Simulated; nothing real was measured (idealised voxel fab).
Process module heading - voxel capacitor over wiring
Cross-section cut spans 240 nm and uses square cells 5 nm in size.
Reading order for cross-sections: top band down to bottom band. Underlying form: a grid of square cells. Band size: one or more rows of cells.
Quick guide to a band line: top height, bottom height (nm) up front; then every material left to right with its width in nm. Only one material and it's marked "throughout"? Then it fills the band edge to edge. And "empty" just means empty space.
Convention: height 0 is the level below which the wafer, as received, is all one material. The lowest band does not terminate at the bottom but continues downward, represented as "z 0 and below".
Quick explanation for "30..40": the width changes in equal steps down the rows of cells, from the first number in the band's top row to the second number in its bottom row.
What does "nothing was modified" mean for a step? It means no cell of the cross-section changed in that step.
Under "Catalogued sealed voids" you'll find the enclosed gaps, the ones with no way out to the top, that are 8 cells or bigger; each reads width x height at distance, with distance counted from the left edge, everything in nm.
Step line, after settings: the simulator's comment on this step.
On any step carrying a mask, the "overlay nm" setting, if present on the step's line, tells how far right of its planned place the mask lay; negative values point to the left.
Planned step list for the process:
1. RECEIVE [material Si]
2. CONFORMAL_DEP [material SiO2] [thk nm 10]
3. CONFORMAL_DEP [material SiCN] [thk nm 5]
4. DIRECTIONAL_DEP [material lowk] [thk nm 15]
5. MASKED_ETCH [tone open] [mask id METAL_1] [width nm 20] [pitch nm 85] [etch materials lowk] [depth nm 15] [overlay nm 0]
6. MASKED_ETCH [tone open] [mask id METAL_1] [width nm 20] [pitch nm 85] [etch materials SiCN] [depth nm 5] [overlay nm 0]
7. CONFORMAL_DEP [material TiN] [thk nm 5]
8. FILL_DEP [material Cu] [thk nm 10]
9. CMP [height nm 30]
10. EPI [material Ru] [thk nm 5]
11. FILL_DEP [material SiCN] [thk nm 5]
12. DIRECTIONAL_DEP [material SiO2] [thk nm 10]
13. MASKED_ETCH [tone open] [mask id PLUG_1] [width nm 15] [etch materials SiO2] [depth nm 10] [overlay nm 0]
14. MASKED_ETCH [tone open] [mask id PLUG_1] [width nm 15] [etch materials SiCN] [depth nm 5] [overlay nm 0]
15. CONFORMAL_DEP [material TiN] [thk nm 5]
16. FILL_DEP [material Ru] [thk nm 10]
17. CMP [height nm 50]
18. DIRECTIONAL_DEP [material TiN] [thk nm 5]
19. DIRECTIONAL_DEP [material Al2O3] [thk nm 5]
20. DIRECTIONAL_DEP [material TiN] [thk nm 5]
21. PATTERN [tone cover] [mask id UPPER_PLATE] [material resist] [width nm 70] [thk nm 20] [overlay nm 0]
22. DIRECTIONAL_ETCH [etch materials TiN] [depth nm 5]
23. DIRECTIONAL_ETCH [etch materials Al2O3] [depth nm 5]
24. STRIP [etch materials resist]
25. MASKED_ETCH [tone cover] [mask id LOWER_PLATE] [width nm 80] [etch materials TiN] [depth nm 5] [overlay nm 0]
26. FILL_DEP [material SiO2] [thk nm 20]
27. CMP [height nm 80]
28. PATTERN [tone open] [mask id PLUG_2] [material resist] [width nm 15] [thk nm 20] [overlay nm 0]
29. DIRECTIONAL_ETCH [etch materials SiO2] [depth nm 15]
30. STRIP [etch materials resist]
31. CONFORMAL_DEP [material TiN] [thk nm 5]
32. FILL_DEP [material Ru] [thk nm 5]
33. CMP [height nm 80]
34. CONFORMAL_DEP [material SiN] [thk nm 5]
Here's what the wafer looked like in cross-section when it arrived - that's after step 1:
z 0 and below  Si throughout
Catalogued sealed voids: none
Here's the cross-section of the first of our two wafers at the end of the module - it ran as planned:
z 85 to 80  SiN throughout
z 80 to 70  80 nm SiO2  5 nm TiN  5 nm Ru  5 nm TiN  145 nm SiO2
z 70 to 60  80..70 nm SiO2  15..70 nm TiN  145..100 nm SiO2
z 60 to 55  70 nm SiO2  70 nm Al2O3  100 nm SiO2
z 55 to 50  65 nm SiO2  80 nm TiN  95 nm SiO2
z 50 to 40  70 nm SiO2  5 nm TiN  5 nm Ru  5 nm TiN  155 nm SiO2
z 40 to 35  70 nm SiCN  15 nm TiN  155 nm SiCN
z 35 to 30  60 nm SiCN  30 nm Ru  55 nm SiCN  30 nm Ru  65 nm SiCN
z 30 to 15  65 nm lowk  5 nm TiN  10 nm Cu  5 nm TiN  65 nm lowk  5 nm TiN  10 nm Cu  5 nm TiN  70 nm lowk
z 15 to 10  65 nm SiCN  20 nm TiN  65 nm SiCN  20 nm TiN  70 nm SiCN
z 10 to 0  SiO2 throughout
z 0 and below  Si throughout
Catalogued sealed voids: none
Cross-section at end of module for the second wafer of two, which matched the first in starting point and plan and differed by one mistake in its processing:
z 85 to 80  SiN throughout
z 80 to 70  80 nm SiO2  5 nm TiN  5 nm Ru  5 nm TiN  145 nm SiO2
z 70 to 60  80..70 nm SiO2  15..70 nm TiN  145..100 nm SiO2
z 60 to 55  70 nm SiO2  70 nm Al2O3  100 nm SiO2
z 55 to 50  65 nm SiO2  80 nm TiN  95 nm SiO2
z 50 to 45  70 nm SiCN  15 nm TiN  155 nm SiCN
z 45 to 40  Ru throughout
z 40 to 35  Cu throughout
z 35 to 30  70 nm TiN  10 nm Cu  75 nm TiN  10 nm Cu  75 nm TiN
z 30 to 15  65 nm lowk  5 nm TiN  10 nm Cu  5 nm TiN  65 nm lowk  5 nm TiN  10 nm Cu  5 nm TiN  70 nm lowk
z 15 to 10  65 nm SiCN  20 nm TiN  65 nm SiCN  20 nm TiN  70 nm SiCN
z 10 to 0  SiO2 throughout
z 0 and below  Si throughout
Catalogued sealed voids: none
Misprocessing identified: step 9 did not happen as planned, as run it was CMP [height nm 40]
Materials where the second wafer ends with more or fewer cells than the first: Cu: 52 more; Ru: 34 more; SiCN: 36 fewer; SiO2: 90 fewer; TiN: 40 more
